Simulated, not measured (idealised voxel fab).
Process module name: voxel released beams
FYI the section here is cut, 245 nm wide, cells are 5 nm squares.
Cross-section layout: square cells on a grid; listed as bands, top to bottom; a band spans one or more cell rows. Per band: top height and bottom height in nm, followed by the left-to-right materials and their widths in nm; "throughout" marks a single material spanning edge to edge, "empty" marks empty space. We count height from 0. Below that, the starting wafer is all one material. The lowest band never ends at the bottom but goes on down; see "0 and below" for how that is written. The expression "30->40" gives the width at the extremes of the band, the first number at its top row of cells and the second at its bottom row, with the width changing by equal amounts from each row to the next in between. Any step labelled "no modifications" changed none of the cells in the cross-section. You'll see "Voids, sealed" listing empty spaces that have no way open to the top, as long as they're 8 cells or more; the notation is width x height at distance, where the distance is from the left edge, and all of it is in nm. On a step's line, text after the settings is the simulator commenting on that step. overlay nm: mask right of planned place by this much (step with mask). Neg. = left.

**So here's the lineup of process steps we planned**
| 1 | RECEIVE, material Si |
| 2 | CONFORMAL_DEP, material SiN, thk nm 10 |
| 3 | DIRECTIONAL_DEP, material SiO2, thk nm 15 |
| 4 | MASKED_ETCH, tone open, mask id ANCHOR, width nm 35, etch materials SiO2, depth nm 15, overlay nm 0 |
| 5 | CONFORMAL_DEP, material W, thk nm 10 |
| 6 | MASKED_ETCH, tone cover, mask id BEAM, width nm 85, etch materials W, depth nm 10, overlay nm -15 |
| 7 | STRIP, etch materials SiO2 |
Heads up: all these wafers start the same, and what changes between them is the overlay nm in step 6. The value you see in the plan is just what the first wafer got.

**Incoming state of the first of several wafers in cross-section: after step 1**
- 0 and below: Si throughout
- Voids, sealed: none

**Below: a row per wafer. Contents at end of module: for every material, cells gained since receipt (+) or lost since receipt (-); then closed voids**
overlay nm -15; +98 SiN; +46 W; Voids, sealed: none
overlay nm -10; +98 SiN; +46 W; Voids, sealed: none
overlay nm -5; +98 SiN; +46 W; Voids, sealed: none
overlay nm 0; +98 SiN; +46 W; Voids, sealed: none
overlay nm 5; +98 SiN; +46 W; Voids, sealed: none
overlay nm 10; +98 SiN; +46 W; Voids, sealed: none
overlay nm 15; +98 SiN; +46 W; Voids, sealed: none
